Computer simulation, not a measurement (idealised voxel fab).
The document below concerns the process module designated voxel lift off.
For reference, the cross-section in this document is cut, with width 155 nm and square cells of 5 nm.
Just so we're on the same page, the cross-sections are grids of square cells, and they're listed out in bands top to bottom, each band one or more rows deep.
Heights first: top, then bottom, in nm. Then materials, left to right, each with a width in nm. "edge to edge" on a single material: fills the band edge to edge. "air": empty space.
Zero point of the height axis is 0; under it, received wafer = one material. Lowest band: continues down indefinitely, "0..down".
It should be noted that a width expressed as "30..40" varies in equal increments from row to row of cells within the band, taking the value of the first number at the top row and that of the second number at the bottom row.
Key: "no alteration" - step with no changed cell in the cross-section.
Look at "Closed void inventory" for the closed voids: empty spaces with no open path to the top, sized 8 cells or up. Each is width x height at distance, distance from the left edge, all nm.
Whatever follows a step's settings on its line is a remark the simulator itself makes about that step.
overlay nm: where the mask lay relative to plan, measured to the right, on steps with a mask; negatives go left.
**So here's the lineup of process steps we planned**
step 1: RECEIVE: material Si
step 2: CONFORMAL_DEP: material SiO2, thk nm 15
step 3: PATTERN: tone open, mask id LINES, material resist, width nm 20, pitch nm 50, thk nm 30, overlay nm 0
step 4: DIRECTIONAL_DEP: material Ru, thk nm 15
step 5: STRIP: etch materials resist
step 6: CONFORMAL_DEP: material SiCN, thk nm 10
**Incoming wafer in cross-section (state: after step 1)**
* 0..down: Si edge to edge
* Closed void inventory: none
**Same starting wafer, same plan as above, one mistake in the execution; this is the cross-section at the end of the module**
* 40..30: air (10); SiCN (40); air (10); SiCN (40); air (10); SiCN (40); air (5)
* 30..25: air (10); SiCN (10); Ru (20); SiCN (10); air (10); SiCN (10); Ru (20); SiCN (10); air (10); SiCN (10); Ru (20); SiCN (10); air (5)
* 25..15: SiCN (20); Ru (20); SiCN (30); Ru (20); SiCN (30); Ru (20); SiCN (15)
* 15..0: SiO2 edge to edge
* 0..down: Si edge to edge
* Closed void inventory: none
Against the plan, the run slipped here: step 3 was run on a setting that differed from the plan, and what really ran there is PATTERN: tone open, mask id LINES, material resist, width nm 20, pitch nm 50, thk nm 30, overlay nm 5
